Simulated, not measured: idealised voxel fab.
Process module, titled voxel plated lines
This is section cut - it's 240 nm across, gridded in 5 nm square cells.
Throughout this document, each cross-section is represented as a grid of square cells and is presented as a sequence of bands enumerated from the top downward, where a band comprises one or more rows of cells.
Heads up on the band format: heights come first, top then bottom, in nm. After that it's the materials left to right, each with its width in nm. A single material flagged "edge to edge" fills the whole band edge to edge, and "blank" means there's empty space there.
Measure heights from 0. That's the level where, below it, the as-received wafer is all one material. The lowest band is bottomless and extends downward; write it as in "0 nm and below".
Width: "30 to 40" (first number = top row, second number = bottom row, same change from row to row of cells).
Given "nothing different" for a step, no cell of the cross-section differs between before and after that step.
Empty spaces without an open route to the top, at least 8 cells in extent, make up the entry "Catalogued sealed voids"; each is given as width x height at distance, where the distance is measured from the left edge, and all are in nm.
Formally, on a step line, whatever follows the settings is a remark that the simulator itself makes on the step.
A step's line can hold "overlay nm"; with a mask on that step, the setting says how far right of the planned place the mask lay, while a negative setting says it lay to the left.

This section lists the process steps that were planned
- 1: RECEIVE [material Si]
- 2: CONFORMAL_DEP [material SiO2] [thk nm 5]
- 3: DIRECTIONAL_DEP [material TiN] [thk nm 5]
- 4: PATTERN [tone open] [mask id LINES] [material resist] [width nm 30] [pitch nm 45] [thk nm 35] [overlay nm 0]
- 5: EPI [material Ru] [thk nm 10]
- 6: EPI [material Ru] [thk nm 10]
- 7: EPI [material Ru] [thk nm 10]
- 8: STRIP [etch materials resist]
- 9: DIRECTIONAL_ETCH [etch materials TiN] [depth nm 5]
- 10: CONFORMAL_DEP [material SiCN] [thk nm 5]

Incoming wafer in cross-section (state: after step 1)
- 0 nm and below: Si edge to edge
- Catalogued sealed voids: none

Here's the cross-section of the first of our two wafers at the end of the module - it ran as planned
- 45 nm to 40 nm: 55 of blank  40 of SiCN  5 of blank  40 of SiCN  5 of blank  40 of SiCN  55 of blank
- 40 nm to 10 nm: 55 of blank  5 of SiCN  30 of Ru  5 of SiCN  5 of blank  5 of SiCN  30 of Ru  5 of SiCN  5 of blank  5 of SiCN  30 of Ru  5 of SiCN  55 of blank
- 10 nm to 5 nm: 60 of SiCN  30 of TiN  15 of SiCN  30 of TiN  15 of SiCN  30 of TiN  60 of SiCN
- 5 nm to 0 nm: SiO2 edge to edge
- 0 nm and below: Si edge to edge
- Catalogued sealed voids: none

Cross-section at end of module for the second wafer of two, which matched the first in starting point and plan and differed by one mistake in its processing
- 45 nm to 40 nm: 60 of blank  30 of SiCN  15 of blank  30 of SiCN  15 of blank  30 of SiCN  60 of blank
- 40 nm to 10 nm: 60 of blank  5 of SiCN  20 of Ru  5 of SiCN  15 of blank  5 of SiCN  20 of Ru  5 of SiCN  15 of blank  5 of SiCN  20 of Ru  5 of SiCN  60 of blank
- 10 nm to 5 nm: 65 of SiCN  20 of TiN  25 of SiCN  20 of TiN  25 of SiCN  20 of TiN  65 of SiCN
- 5 nm to 0 nm: SiO2 edge to edge
- 0 nm and below: Si edge to edge
- Catalogued sealed voids: none
Plan not followed: the process deviated at step 4: the operation and settings actually run there were PATTERN [tone open] [mask id LINES] [material resist] [width nm 20] [pitch nm 45] [thk nm 35] [overlay nm 0]
The final cell counts differ between the wafers, with the second having more or fewer of some materials than the first: 36 fewer of Ru; 6 fewer of TiN
